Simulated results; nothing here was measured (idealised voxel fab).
voxel air gaps: a process module
The width of the displayed cross-section, cut, is 275 nm; its cells are square, with a size of 5 nm.
When this document writes out a cross-section, it uses a grid of square cells and lists it as bands, beginning at the top and moving down, with a band standing for one or more rows of cells.
This entry defines a band. It first specifies the height of the band's top and the height of its bottom in nm, and then specifies the band's materials from left to right, stating each material with its width in nm. The word "throughout" identifies a single material that fills the band from edge to edge, while the word "air" identifies empty space.
A quick word on heights: they are counted from 0, and under that level the wafer as it came to us is one material throughout. The lowest band is different from the rest in having no bottom; it simply continues downward, written as in "top 0, no bottom".
So if you see something like "30->40" for the width, read it as the top row of the band sitting at the first number and the bottom row at the second, with every row in between moving by the same amount as the last.
When a step is marked "nothing changed", none of the cells in the cross-section changed during that step.
The label "Sealed-off cavities" introduces a list of the empty spaces, 8 cells or larger, that have no open way up to the top; each entry in it reads width x height at distance, where the distance is taken from the left edge and all three are stated in nm.
If you see something after the settings on a step's line, that's the simulator's own remark about that step.
"overlay nm" answers the question of how far to the right of plan the mask lay on a step that has a mask, and when it is negative the answer is to the left.

Process steps (planned):
| 1 | RECEIVE [material Si] |
| 2 | CONFORMAL_DEP [material SiO2] [thk nm 10] |
| 3 | CONFORMAL_DEP [material SiCN] [thk nm 5] |
| 4 | DIRECTIONAL_DEP [material SiO2] [thk nm 35] |
| 5 | MASKED_ETCH [tone open] [mask id LINES] [width nm 20] [pitch nm 45] [etch materials SiO2] [depth nm 35] [overlay nm 0] |
| 6 | CONFORMAL_DEP [material TiN] [thk nm 5] |
| 7 | FILL_DEP [material Ru] [thk nm 5] |
| 8 | CMP [height nm 50] |
| 9 | EPI [material Ru] [thk nm 10] |
| 10 | SELECTIVE_ETCH [etch materials SiO2] [depth nm 45] |
| 11 | CONFORMAL_DEP [material SiCN] [thk nm 5] |

What follows covers the first of two wafers; it ran as planned:

The cross-section here shows the wafer as received, i.e. in its state after step 1:
* top 0, no bottom | Si throughout
* Sealed-off cavities: none

Cross-section of the wafer after step 2:
* top 10, bottom 0 | SiO2 throughout
* below 0: unchanged

Cross-section of the wafer after step 3:
* top 15, bottom 10 | SiCN throughout
* below 10: unchanged

Cross-section of the wafer after step 4:
* top 50, bottom 15 | SiO2 throughout
* below 15: unchanged

Cross-section of the wafer after step 5:
* top 50, bottom 15 | SiO2: 80; air: 20; SiO2: 25; air: 20; SiO2: 25; air: 20; SiO2: 85
* below 15: unchanged

Cross-section of the wafer after step 6:
* top 55, bottom 50 | TiN: 85; air: 10; TiN: 35; air: 10; TiN: 35; air: 10; TiN: 90
* top 50, bottom 20 | SiO2: 80; TiN: 5; air: 10; TiN: 5; SiO2: 25; TiN: 5; air: 10; TiN: 5; SiO2: 25; TiN: 5; air: 10; TiN: 5; SiO2: 85
* top 20, bottom 15 | SiO2: 80; TiN: 20; SiO2: 25; TiN: 20; SiO2: 25; TiN: 20; SiO2: 85
* below 15: unchanged

Cross-section of the wafer after step 7:
* top 60, bottom 55 | Ru throughout
* top 55, bottom 50 | TiN: 85; Ru: 10; TiN: 35; Ru: 10; TiN: 35; Ru: 10; TiN: 90
* top 50, bottom 20 | SiO2: 80; TiN: 5; Ru: 10; TiN: 5; SiO2: 25; TiN: 5; Ru: 10; TiN: 5; SiO2: 25; TiN: 5; Ru: 10; TiN: 5; SiO2: 85
* below 20: unchanged

Cross-section of the wafer after step 8:
* top 50, bottom 20 | SiO2: 80; TiN: 5; Ru: 10; TiN: 5; SiO2: 25; TiN: 5; Ru: 10; TiN: 5; SiO2: 25; TiN: 5; Ru: 10; TiN: 5; SiO2: 85
* below 20: unchanged

Cross-section of the wafer after step 9:
* top 60, bottom 50 | air: 70; Ru: 40; air: 5; Ru: 40; air: 5; Ru: 40; air: 75
* below 50: unchanged

Cross-section of the wafer after step 10:
* top 60, bottom 50 | air: 70; Ru: 40; air: 5; Ru: 40; air: 5; Ru: 40; air: 75
* top 50, bottom 20 | air: 80; TiN: 5; Ru: 10; TiN: 5; air: 25; TiN: 5; Ru: 10; TiN: 5; air: 25; TiN: 5; Ru: 10; TiN: 5; air: 85
* top 20, bottom 15 | air: 80; TiN: 20; air: 25; TiN: 20; air: 25; TiN: 20; air: 85
* below 15: unchanged

Cross-section of the wafer after step 11:
* top 65, bottom 60 | air: 65; SiCN: 140; air: 70
* top 60, bottom 50 | air: 65; SiCN: 5; Ru: 40; SiCN: 5; Ru: 40; SiCN: 5; Ru: 40; SiCN: 5; air: 70
* top 50, bottom 45 | air: 65; SiCN: 15; TiN: 5; Ru: 10; TiN: 5; SiCN: 25; TiN: 5; Ru: 10; TiN: 5; SiCN: 25; TiN: 5; Ru: 10; TiN: 5; SiCN: 15; air: 70
* top 45, bottom 20 | air: 75; SiCN: 5; TiN: 5; Ru: 10; TiN: 5; SiCN: 5; air: 15; SiCN: 5; TiN: 5; Ru: 10; TiN: 5; SiCN: 5; air: 15; SiCN: 5; TiN: 5; Ru: 10; TiN: 5; SiCN: 5; air: 80
* top 20, bottom 15 | SiCN: 80; TiN: 20; SiCN: 25; TiN: 20; SiCN: 25; TiN: 20; SiCN: 85
* below 15: unchanged
* Sealed-off cavities: 15 x 25 at 105; 15 x 25 at 150

The second wafer: identical to the first at the outset and in its planned sequence, differing only in that one mistake was made during processing; up to and including step 10, its path is the first wafer's path:

The second wafer in cross-section, at the planned close of step 11:
* top 65, bottom 60 | air: 65; TiN: 140; air: 70
* top 60, bottom 50 | air: 65; TiN: 5; Ru: 40; TiN: 5; Ru: 40; TiN: 5; Ru: 40; TiN: 5; air: 70
* top 50, bottom 45 | air: 65; TiN: 20; Ru: 10; TiN: 35; Ru: 10; TiN: 35; Ru: 10; TiN: 20; air: 70
* top 45, bottom 20 | air: 75; TiN: 10; Ru: 10; TiN: 10; air: 15; TiN: 10; Ru: 10; TiN: 10; air: 15; TiN: 10; Ru: 10; TiN: 10; air: 80
* top 20, bottom 15 | TiN throughout
* below 15: unchanged
* Sealed-off cavities: 15 x 25 at 105; 15 x 25 at 150
Error vs. plan: so step 11 ended up running with a different setting than we planned, it ran as CONFORMAL_DEP [material TiN] [thk nm 5]
Once processing is complete, comparing cell counts shows that the second wafer has more or fewer of certain materials than the first: SiCN: 125 fewer | TiN: 125 more
